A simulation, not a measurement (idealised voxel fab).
process module | voxel transistor to metal
cross-section cut | 290 nm wide | cells 5 nm
A cross-section is a grid of square cells, given in bands from the top down. A band is one or more rows of cells.
Each band's line starts with the height of the band's top and of its bottom, in nm. Then come its materials from left to right, each with its width in nm. One material with "throughout" fills the band from edge to edge. "air" is empty space.
Height 0 is the level under which the wafer as received is all one material. The lowest band goes on downwards, as in "0 down".
A width such as "30 to 40" changes by the same amount from each row of cells to the next, from the band's top row to its bottom row.
"no change" after a step means that no cell of the cross-section changed.
closed voids: empty space of 8 cells or more with no open way to the top, each as width x height at its distance from the left edge, in nm
after a step's settings: what the simulator itself notes on the step
overlay nm, on a step with a mask: how far to the right of its planned place the mask lay; to the left if negative
plan
1 op RECEIVE | material Si
2 op CONFORMAL_DEP | material SiO2 | thk nm 5
3 op CONFORMAL_DEP | material SiN | thk nm 10
4 op MASKED_ETCH | tone cover | mask id ACTIVE | width nm 115 | pitch nm 135 | etch materials SiN | depth nm 10 | overlay nm 0
5 op MASKED_ETCH | tone cover | mask id ACTIVE | width nm 115 | pitch nm 135 | etch materials SiO2 | depth nm 5 | overlay nm 0
6 op MASKED_ETCH | tone cover | mask id ACTIVE | width nm 115 | pitch nm 135 | etch materials Si | depth nm 30 | overlay nm 0
7 op FILL_DEP | material SiO2 | thk nm 5
8 op CMP | height nm 15
9 op SELECTIVE_ETCH | etch materials SiO2 | depth nm 5
10 op STRIP | etch materials SiN
11 op SELECTIVE_ETCH | etch materials SiO2 | depth nm 5
12 op OXIDIZE | depth nm 5
13 op DIRECTIONAL_DEP | material polySi | thk nm 30
14 op DIRECTIONAL_DEP | material SiCN | thk nm 10
15 op PATTERN | tone cover | mask id GATE | material resist | width nm 35 | pitch nm 135 | thk nm 20 | overlay nm 0
16 op DIRECTIONAL_ETCH | etch materials SiCN | depth nm 20
17 op DIRECTIONAL_ETCH | etch materials polySi | depth nm 40
18 op STRIP | etch materials resist
19 op CONFORMAL_DEP | material SiO2 | thk nm 5
20 op DIRECTIONAL_ETCH | etch materials SiO2 | depth nm 5
21 op CONFORMAL_DEP | material SiN | thk nm 10
22 op DIRECTIONAL_ETCH | etch materials SiN | depth nm 10
23 op DIRECTIONAL_ETCH | etch materials SiO2 | depth nm 5
24 op EPI | material SiGe | thk nm 5
25 op FILL_DEP | material SiO2 | thk nm 10
26 op CMP | height nm 30
27 op STRIP | etch materials polySi
28 op SELECTIVE_ETCH | etch materials SiO2 | depth nm 5
29 op CONFORMAL_DEP | material HfO2 | thk nm 5
30 op CONFORMAL_DEP | material TiN | thk nm 5
31 op FILL_DEP | material W | thk nm 10
32 op CMP | height nm 25
33 op DIRECTIONAL_DEP | material SiO2 | thk nm 15
34 op PATTERN | tone open | mask id CONTACT | material resist | width nm 15 | thk nm 15 | overlay nm 0
35 op DIRECTIONAL_ETCH | etch materials SiO2 | depth nm 40
36 op STRIP | etch materials resist
37 op CONFORMAL_DEP | material TiN | thk nm 5
38 op FILL_DEP | material Ru | thk nm 5
39 op CMP | height nm 40
40 op DIRECTIONAL_DEP | material TiN | thk nm 5
41 op DIRECTIONAL_DEP | material Ru | thk nm 15
42 op MASKED_ETCH | tone cover | mask id METAL_1 | width nm 15 | etch materials Ru | depth nm 15 | overlay nm 0
43 op MASKED_ETCH | tone cover | mask id METAL_1 | width nm 15 | etch materials TiN | depth nm 5 | overlay nm 0
44 op FILL_DEP | material lowk | thk nm 10
45 op CMP | height nm 60
46 op CONFORMAL_DEP | material SiN | thk nm 5
as received, after step 1
  0 down: Si throughout
  closed voids: none
first wafer at the end, as planned
  65 to 60: SiN throughout
  60 to 45: lowk 25 | Ru 15 | lowk 75 | Ru 15 | lowk 30 | Ru 15 | lowk 75 | Ru 15 | lowk 25
  45 to 40: lowk 25 | TiN 15 | lowk 75 | TiN 15 | lowk 30 | TiN 15 | lowk 75 | TiN 15 | lowk 25
  40 to 25: SiO2 25 | TiN 5 | Ru 5 | TiN 5 | SiO2 75 | TiN 5 | Ru 5 | TiN 5 | SiO2 30 | TiN 5 | Ru 5 | TiN 5 | SiO2 75 | TiN 5 | Ru 5 | TiN 5 | SiO2 25
  25 to 10: SiO2 25 | TiN 5 | Ru 5 | TiN 5 | SiO2 5 | SiN 10 | HfO2 5 | TiN 5 | W 25 | TiN 5 | HfO2 5 | SiN 10 | SiO2 5 | TiN 5 | Ru 5 | TiN 5 | SiO2 30 | TiN 5 | Ru 5 | TiN 5 | SiO2 5 | SiN 10 | HfO2 5 | TiN 5 | W 25 | TiN 5 | HfO2 5 | SiN 10 | SiO2 5 | TiN 5 | Ru 5 | TiN 5 | SiO2 25
  10 to 5: SiO2 25 | TiN 15 | SiO2 5 | SiN 10 | HfO2 5 | TiN 5 | W 25 | TiN 5 | HfO2 5 | SiN 10 | SiO2 5 | TiN 15 | SiO2 30 | TiN 15 | SiO2 5 | SiN 10 | HfO2 5 | TiN 5 | W 25 | TiN 5 | HfO2 5 | SiN 10 | SiO2 5 | TiN 15 | SiO2 25
  5 to 0: SiO2 20 | SiN 10 | TiN 10 | SiO2 5 | SiN 10 | HfO2 5 | TiN 35 | HfO2 5 | SiN 10 | SiO2 5 | TiN 10 | SiN 10 | SiO2 20 | SiN 10 | TiN 10 | SiO2 5 | SiN 10 | HfO2 5 | TiN 35 | HfO2 5 | SiN 10 | SiO2 5 | TiN 10 | SiN 10 | SiO2 20
  0 to -5: SiO2 30 | SiGe 15 | SiO2 10 | HfO2 45 | SiO2 10 | SiGe 15 | SiO2 40 | SiGe 15 | SiO2 10 | HfO2 45 | SiO2 10 | SiGe 15 | SiO2 30
  -5 to -30: SiO2 20 | Si 115 | SiO2 20 | Si 115 | SiO2 20
  -30 down: Si throughout
  closed voids: none
second wafer at the end: like start, like plan, one mistake
  65 to 60: SiN throughout
  60 to 45: lowk 25 | Ru 15 | lowk 75 | Ru 15 | lowk 30 | Ru 15 | lowk 75 | Ru 15 | lowk 25
  45 to 40: lowk 25 | TiN 15 | lowk 75 | TiN 15 | lowk 30 | TiN 15 | lowk 75 | TiN 15 | lowk 25
  40 to 30: SiO2 25 | TiN 5 | Ru 5 | TiN 5 | SiO2 75 | TiN 5 | Ru 5 | TiN 5 | SiO2 30 | TiN 5 | Ru 5 | TiN 5 | SiO2 75 | TiN 5 | Ru 5 | TiN 5 | SiO2 25
  30 to 25: SiO2 25 | TiN 15 | SiO2 75 | TiN 5 | Ru 5 | TiN 5 | SiO2 30 | TiN 15 | SiO2 75 | TiN 5 | Ru 5 | TiN 5 | SiO2 25
  25 to 10: SiO2 25 | TiN 10 | SiN 10 | HfO2 5 | TiN 5 | W 25 | TiN 5 | HfO2 5 | SiN 10 | SiO2 15 | TiN 5 | Ru 5 | TiN 5 | SiO2 30 | TiN 10 | SiN 10 | HfO2 5 | TiN 5 | W 25 | TiN 5 | HfO2 5 | SiN 10 | SiO2 15 | TiN 5 | Ru 5 | TiN 5 | SiO2 25
  10 to 5: SiO2 25 | TiN 10 | SiN 10 | HfO2 5 | TiN 5 | W 25 | TiN 5 | HfO2 5 | SiN 10 | SiO2 15 | TiN 15 | SiO2 30 | TiN 10 | SiN 10 | HfO2 5 | TiN 5 | W 25 | TiN 5 | HfO2 5 | SiN 10 | SiO2 15 | TiN 15 | SiO2 25
  5 to 0: SiO2 20 | SiN 10 | TiN 5 | SiN 10 | HfO2 5 | TiN 35 | HfO2 5 | SiN 10 | SiO2 15 | TiN 10 | SiN 10 | SiO2 20 | SiN 10 | TiN 5 | SiN 10 | HfO2 5 | TiN 35 | HfO2 5 | SiN 10 | SiO2 15 | TiN 10 | SiN 10 | SiO2 20
  0 to -5: SiO2 30 | SiGe 5 | SiO2 10 | HfO2 45 | SiO2 10 | SiGe 25 | SiO2 40 | SiGe 5 | SiO2 10 | HfO2 45 | SiO2 10 | SiGe 25 | SiO2 30
  -5 to -30: SiO2 20 | Si 115 | SiO2 20 | Si 115 | SiO2 20
  -30 down: Si throughout
  closed voids: none
what went wrong: step 15 ran as: op PATTERN | tone cover | mask id GATE | material resist | width nm 35 | pitch nm 135 | thk nm 20 | overlay nm -10
at the end the second wafer has, in cells: 8 fewer of Ru | 10 more of SiO2 | 2 fewer of TiN
